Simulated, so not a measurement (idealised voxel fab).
process module | voxel spacer lines
Square cells of 5 nm make up the cross-section cut, whose width is 300 nm.
Just so we're on the same page, the cross-sections are grids of square cells, and they're listed out in bands top to bottom, each band one or more rows deep.
Per band: top height and bottom height in nm, followed by the left-to-right materials and their widths in nm; "full width" marks a single material spanning edge to edge, "blank" marks empty space.
We count height from 0. Below that, the starting wafer is all one material. The lowest band never ends at the bottom but goes on down; see "z 0 and below" for how that is written.
A width given as "30 to 40" starts at the first number in the band's top row and ends at the second number in its bottom row, shifting by an equal amount at every step from row to row.
The cross-section has no changed cell in any step marked "nothing altered".
Closed empty spaces (no open way to the top) of 8 cells or more are what "Enclosed cavities" lists, each as width x height at distance from the left edge, nm for all three.
On a step's line, text after the settings is the simulator commenting on that step.
The optional step-line setting "overlay nm" applies to steps with a mask and quantifies how far to the right of its planned location the mask lay, a negative value indicating leftward placement.
THESE ARE THE STEPS WE PLANNED FOR THE PROCESS
1) RECEIVE | material Si
2) CONFORMAL_DEP | material Al2O3 | thk nm 5
3) DIRECTIONAL_DEP | material polySi | thk nm 10
4) DIRECTIONAL_DEP | material aC | thk nm 25
5) PATTERN | tone cover | mask id MANDREL | material resist | width nm 15 | pitch nm 60 | thk nm 30 | overlay nm 0
6) DIRECTIONAL_ETCH | etch materials aC | depth nm 25
7) STRIP | etch materials resist
8) CONFORMAL_DEP | material SiN | thk nm 15
9) DIRECTIONAL_ETCH | etch materials SiN | depth nm 15
10) STRIP | etch materials aC
11) DIRECTIONAL_ETCH | etch materials polySi | depth nm 10
12) STRIP | etch materials SiN
13) FILL_DEP | material lowk | thk nm 10
14) CMP | height nm 15
CONCERNING THE FIRST OF TWO WAFERS, WHICH WAS RUN IN ACCORDANCE WITH THE PLAN
CROSS-SECTION OF THE WAFER AT RECEIPT, WHICH IS THE CONDITION AFTER STEP 1
- z 0 and below  Si full width
- Enclosed cavities: none
CROSS-SECTION: WAFER STATE AFTER STEP 2
- z 5 to 0  Al2O3 full width
- Below 0 it's all the same as before, nothing changed down there.
CROSS-SECTION: WAFER STATE AFTER STEP 3
- z 15 to 5  polySi full width
- Below 5 it's all the same as before, nothing changed down there.
CROSS-SECTION: WAFER STATE AFTER STEP 4
- z 40 to 15  aC full width
- Below 15 it's all the same as before, nothing changed down there.
CROSS-SECTION: WAFER STATE AFTER STEP 5
- z 70 to 40  blank=110 / resist=15 / blank=45 / resist=15 / blank=115
- Below 40 it's all the same as before, nothing changed down there.
CROSS-SECTION: WAFER STATE AFTER STEP 6
- z 45 to 40  blank=110 / resist=15 / blank=45 / resist=15 / blank=115
- z 40 to 15  blank=110 / aC=15 / blank=45 / aC=15 / blank=115
- Below 15 it's all the same as before, nothing changed down there.
CROSS-SECTION: WAFER STATE AFTER STEP 7
- z 40 to 15  blank=110 / aC=15 / blank=45 / aC=15 / blank=115
- Below 15 it's all the same as before, nothing changed down there.
CROSS-SECTION: WAFER STATE AFTER STEP 8
- z 55 to 40  blank=95 / SiN=45 / blank=15 / SiN=45 / blank=100
- z 40 to 30  blank=95 / SiN=15 / aC=15 / SiN=15 / blank=15 / SiN=15 / aC=15 / SiN=15 / blank=100
- z 30 to 15  SiN=110 / aC=15 / SiN=45 / aC=15 / SiN=115
- Below 15 it's all the same as before, nothing changed down there.
CROSS-SECTION: WAFER STATE AFTER STEP 9
- z 40 to 15  blank=95 / SiN=15 / aC=15 / SiN=15 / blank=15 / SiN=15 / aC=15 / SiN=15 / blank=100
- Below 15 it's all the same as before, nothing changed down there.
CROSS-SECTION: WAFER STATE AFTER STEP 10
- z 40 to 15  blank=95 / SiN=15 / blank=15 / SiN=15 / blank=15 / SiN=15 / blank=15 / SiN=15 / blank=100
- Below 15 it's all the same as before, nothing changed down there.
CROSS-SECTION: WAFER STATE AFTER STEP 11
- z 40 to 15  blank=95 / SiN=15 / blank=15 / SiN=15 / blank=15 / SiN=15 / blank=15 / SiN=15 / blank=100
- z 15 to 5  blank=95 / polySi=15 / blank=15 / polySi=15 / blank=15 / polySi=15 / blank=15 / polySi=15 / blank=100
- Below 5 it's all the same as before, nothing changed down there.
CROSS-SECTION: WAFER STATE AFTER STEP 12
- z 15 to 5  blank=95 / polySi=15 / blank=15 / polySi=15 / blank=15 / polySi=15 / blank=15 / polySi=15 / blank=100
- Below 5 it's all the same as before, nothing changed down there.
CROSS-SECTION: WAFER STATE AFTER STEP 13
- z 25 to 15  lowk full width
- z 15 to 5  lowk=95 / polySi=15 / lowk=15 / polySi=15 / lowk=15 / polySi=15 / lowk=15 / polySi=15 / lowk=100
- Below 5 it's all the same as before, nothing changed down there.
CROSS-SECTION: WAFER STATE AFTER STEP 14
- z 15 to 5  lowk=95 / polySi=15 / lowk=15 / polySi=15 / lowk=15 / polySi=15 / lowk=15 / polySi=15 / lowk=100
- Below 5 it's all the same as before, nothing changed down there.
WHAT FOLLOWS CONCERNS THE SECOND WAFER, WHICH STARTED OUT LIKE THE FIRST AND WAS MEANT TO FOLLOW THE VERY SAME PLAN; ONE MISTAKE CREPT IN WHEN IT WAS RUN, BUT EVERYTHING UP TO AND INCLUDING STEP 11 IS THE SAME AS FOR THE FIRST WAFER
CROSS-SECTION: SECOND WAFER, TIME AT WHICH STEP 12 WAS SCHEDULED TO END
- z 15 to 5  blank=95 / polySi=15 / blank=15 / polySi=15 / blank=15 / polySi=15 / blank=15 / polySi=15 / blank=100
- Below 5 it's all the same as before, nothing changed down there.
CROSS-SECTION: SECOND WAFER, TIME AT WHICH STEP 13 WAS SCHEDULED TO END
- z 25 to 15  lowk full width
- z 15 to 5  lowk=95 / polySi=15 / lowk=15 / polySi=15 / lowk=15 / polySi=15 / lowk=15 / polySi=15 / lowk=100
- Below 5 it's all the same as before, nothing changed down there.
CROSS-SECTION: SECOND WAFER, TIME AT WHICH STEP 14 WAS SCHEDULED TO END
- z 15 to 5  lowk=95 / polySi=15 / lowk=15 / polySi=15 / lowk=15 / polySi=15 / lowk=15 / polySi=15 / lowk=100
- Below 5 it's all the same as before, nothing changed down there.
Run error: execution of plan step 12 occurred twice
Upon completion, the cross-sectional profiles of the two wafers are identical; consequently, the error exerts no influence on the quantities computed by this model.
